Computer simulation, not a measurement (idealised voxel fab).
Presented below is a process module, voxel gate over fins.
The figure presents cross-section cut, which has a width of 280 nm and is divided into square cells with an edge length of 5 nm.
Reading order for cross-sections: top band down to bottom band. Underlying form: a grid of square cells. Band size: one or more rows of cells. It is stipulated that each band's entry specify, in nanometres, the height of the top of the band and then that of its bottom, followed by the materials of the band in left-to-right sequence, each together with its width in nanometres. A single material marked by the word "full width" is understood to fill the band from edge to edge; the word "air" is understood to denote empty space. Height is counted from the level 0, under which the received wafer is composed throughout of one material. The lowest of the bands is not closed at the bottom but continues downward, in the notation "0 nm and below". Note: "30->40" means the width goes from the first number (top row of the band) to the second number (bottom row) in equal steps per row of cells. What does "no alterations made" mean for a step? It means no cell of the cross-section changed in that step. "Sealed internal cavities" specifies each empty space that is not open to the top and that occupies no fewer than 8 cells, using the form width x height at distance, the distance measured from the left edge and all three quantities in nm. Step line, after settings: the simulator's comment on this step. overlay nm, on a step with a mask: how far to the right of its planned place the mask lay; to the left if negative.

### These are the steps we planned for the process
1 RECEIVE,material Si
2 CONFORMAL_DEP,material SiN,thk nm 5
3 PATTERN,tone cover,mask id FINS,material resist,width nm 15,pitch nm 55,thk nm 15,overlay nm 0
4 DIRECTIONAL_ETCH,etch materials SiN,depth nm 5
5 DIRECTIONAL_ETCH,etch materials Si,depth nm 35
6 STRIP,etch materials resist
7 OXIDIZE,depth nm 5
8 FILL_DEP,material SiO2,thk nm 15
9 CMP,height nm 5
10 DIRECTIONAL_DEP,material aC,thk nm 10
11 PATTERN,tone open,mask id RAIL,material resist,width nm 15,thk nm 25,overlay nm 0
12 DIRECTIONAL_ETCH,etch materials aC,depth nm 10
13 STRIP,etch materials resist
14 DIRECTIONAL_ETCH,etch materials SiO2,depth nm 35
15 STRIP,etch materials aC
16 CONFORMAL_DEP,material TiN,thk nm 5
17 FILL_DEP,material W,thk nm 5
18 CMP,height nm 5
19 SELECTIVE_ETCH,etch materials W Ru TiN,depth nm 25
20 FILL_DEP,material SiO2,thk nm 5
21 CMP,height nm 5
22 SELECTIVE_ETCH,etch materials SiO2,depth nm 15
23 STRIP,etch materials SiN
24 CONFORMAL_DEP,material HfO2,thk nm 5
25 CONFORMAL_DEP,material TiN,thk nm 5
26 CONFORMAL_DEP,material TiAl,thk nm 5
27 CONFORMAL_DEP,material TiN,thk nm 5
28 FILL_DEP,material W,thk nm 15
29 CMP,height nm 30
30 CONFORMAL_DEP,material SiN,thk nm 5

### The cross-section here shows the wafer as received, i.e. in its state after step 1
	0 nm and below = Si full width
	Sealed internal cavities: none

### End-of-module XS, first of two wafers, run as planned
	35 nm to 30 nm = SiN full width
	30 nm to 20 nm = W full width
	20 nm to 15 nm = 60 W / 45 TiN / 10 W / 45 TiN / 10 W / 45 TiN / 65 W
	15 nm to 10 nm = 60 W / 5 TiN / 35 TiAl / 5 TiN / 10 W / 5 TiN / 35 TiAl / 5 TiN / 10 W / 5 TiN / 35 TiAl / 5 TiN / 65 W
	10 nm to 5 nm = 65 TiN / 5 TiAl / 25 TiN / 5 TiAl / 20 TiN / 5 TiAl / 25 TiN / 5 TiAl / 20 TiN / 5 TiAl / 25 TiN / 5 TiAl / 70 TiN
	5 nm to 0 nm = 70 TiAl / 5 TiN / 15 HfO2 / 5 TiN / 30 TiAl / 5 TiN / 15 HfO2 / 5 TiN / 30 TiAl / 5 TiN / 15 HfO2 / 5 TiN / 75 TiAl
	0 nm to -5 nm = 75 TiN / 5 HfO2 / 5 Si / 5 HfO2 / 40 TiN / 5 HfO2 / 5 Si / 5 HfO2 / 40 TiN / 5 HfO2 / 5 Si / 5 HfO2 / 80 TiN
	-5 nm to -10 nm = 80 HfO2 / 5 Si / 50 HfO2 / 5 Si / 50 HfO2 / 5 Si / 85 HfO2
	-10 nm to -20 nm = 80 SiO2 / 5 Si / 50 SiO2 / 5 Si / 50 SiO2 / 5 Si / 85 SiO2
	-20 nm to -25 nm = 80 SiO2 / 5 Si / 15 SiO2 / 5 TiN / 5 W / 5 TiN / 20 SiO2 / 5 Si / 50 SiO2 / 5 Si / 85 SiO2
	-25 nm to -30 nm = 80 SiO2 / 5 Si / 15 SiO2 / 15 TiN / 20 SiO2 / 5 Si / 50 SiO2 / 5 Si / 85 SiO2
	-30 nm to -40 nm = 80 SiO2 / 5 Si / 50 SiO2 / 5 Si / 50 SiO2 / 5 Si / 85 SiO2
	-40 nm and below = Si full width
	Sealed internal cavities: none

### The second wafer, shown in cross-section after the module: started the same way as the first and given the same plan, yet one mistake crept into how it was run
	35 nm to 30 nm = SiN full width
	30 nm to 25 nm = W full width
	25 nm to 20 nm = 80 W / 55 TiN / 145 W
	20 nm to 15 nm = 60 W / 25 TiN / 45 TiAl / 30 TiN / 10 W / 45 TiN / 65 W
	15 nm to 10 nm = 60 W / 5 TiN / 25 TiAl / 35 TiN / 30 TiAl / 5 TiN / 10 W / 5 TiN / 35 TiAl / 5 TiN / 65 W
	10 nm to 5 nm = 65 TiN / 5 TiAl / 25 TiN / 25 HfO2 / 30 TiN / 5 TiAl / 20 TiN / 5 TiAl / 25 TiN / 5 TiAl / 70 TiN
	5 nm to 0 nm = 70 TiAl / 5 TiN / 15 HfO2 / 5 TiN / 5 HfO2 / 5 TiAl / 5 HfO2 / 5 TiAl / 5 HfO2 / 10 TiN / 15 HfO2 / 5 TiN / 30 TiAl / 5 TiN / 15 HfO2 / 5 TiN / 75 TiAl
	0 nm to -5 nm = 75 TiN / 5 HfO2 / 5 Si / 5 HfO2 / 5 TiN / 5 HfO2 / 5 TiAl / 5 HfO2 / 5 TiAl / 5 HfO2 / 10 TiN / 5 HfO2 / 5 Si / 5 HfO2 / 40 TiN / 5 HfO2 / 5 Si / 5 HfO2 / 80 TiN
	-5 nm to -10 nm = 80 HfO2 / 5 Si / 15 HfO2 / 5 TiAl / 5 HfO2 / 5 TiAl / 20 HfO2 / 5 Si / 50 HfO2 / 5 Si / 85 HfO2
	-10 nm to -20 nm = 80 SiO2 / 5 Si / 15 SiO2 / 5 TiAl / 5 SiO2 / 5 TiAl / 20 SiO2 / 5 Si / 50 SiO2 / 5 Si / 85 SiO2
	-20 nm to -25 nm = 80 SiO2 / 5 Si / 15 SiO2 / 5 TiAl / 5 W / 5 TiAl / 20 SiO2 / 5 Si / 50 SiO2 / 5 Si / 85 SiO2
	-25 nm to -30 nm = 80 SiO2 / 5 Si / 15 SiO2 / 15 TiAl / 20 SiO2 / 5 Si / 50 SiO2 / 5 Si / 85 SiO2
	-30 nm to -40 nm = 80 SiO2 / 5 Si / 50 SiO2 / 5 Si / 50 SiO2 / 5 Si / 85 SiO2
	-40 nm and below = Si full width
	Sealed internal cavities: none
Want to know what went wrong? step 16, actual vs plan mismatch, actual run CONFORMAL_DEP,material TiAl,thk nm 5
At the finish, the second wafer shows more or fewer cells for some materials than the first does: 9 more of HfO2 | 4 fewer of SiO2 | 13 more of TiAl | 3 fewer of TiN | 15 fewer of W
